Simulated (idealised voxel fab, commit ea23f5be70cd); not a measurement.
This is a process module. Its name is voxel spacer lines.
Section cut is 215 nm wide and gridded with 5 nm square cells.
Throughout this document, each cross-section is represented as a grid of square cells and is presented as a sequence of bands enumerated from the top downward, where a band comprises one or more rows of cells.
Top height, bottom height, nm. Materials left to right, width each, nm. Single material + "all across" = fills band edge to edge. "blank" = empty.
Height reference: 0 = level under which incoming wafer is all one material. Lowest band: no bottom, runs on downward, e.g. "0 -> down".
Width spec "30 to 40" -> top row of cells at first value, bottom row at second value, equal per-row change in between.
Key: "no change" - step with no changed cell in the cross-section.
Voids not open to the top, 8 cells minimum: see "Entrapped void list". Written width x height at distance; distance is from the left edge; nm.
The remark found on a step's line after its settings is issued by the simulator itself and pertains to that step.
Each step line may optionally specify "overlay nm", which for a step with a mask gives the rightward distance between the mask's planned place and where it lay, a negative value indicating the leftward direction.
**This section lists the process steps that were planned**
1. RECEIVE with material Si
2. CONFORMAL_DEP with material Al2O3, thk nm 10
3. DIRECTIONAL_DEP with material SiN, thk nm 15
4. DIRECTIONAL_DEP with material aC, thk nm 30
5. PATTERN with tone cover, mask id MANDREL, material resist, width nm 15, pitch nm 60, thk nm 40, overlay nm 0
6. DIRECTIONAL_ETCH with etch materials aC, depth nm 30
7. STRIP with etch materials resist
8. CONFORMAL_DEP with material SiO2, thk nm 15
9. DIRECTIONAL_ETCH with etch materials SiO2, depth nm 15
10. STRIP with etch materials aC
11. DIRECTIONAL_ETCH with etch materials SiN, depth nm 15
12. STRIP with etch materials SiO2
**Incoming wafer, cross-sectional view, post step 1**
* 0 -> down = Si all across
* Entrapped void list: none
**Cross-sectional image of the first of two wafers at the end of the module, the run having proceeded as planned**
* 25 -> 10 = blank 55, SiN 15, blank 15, SiN 15, blank 15, SiN 15, blank 15, SiN 15, blank 55
* 10 -> 0 = Al2O3 all across
* 0 -> down = Si all across
* Entrapped void list: none
**Second wafer cross-section at end of module - shared start and plan with the first, one mistake in the run**
* 25 -> 10 = blank 70, SiN 15, blank 45, SiN 15, blank 70
* 10 -> 0 = Al2O3 all across
* 0 -> down = Si all across
* Entrapped void list: none
What was the processing mistake? for step 5, the planned setting was not used; the step was instead run as PATTERN with tone open, mask id MANDREL, material resist, width nm 15, pitch nm 60, thk nm 40, overlay nm 0
Per the end-of-run cell counts, the second wafer holds more or fewer of some materials than the first: SiN: 18 fewer
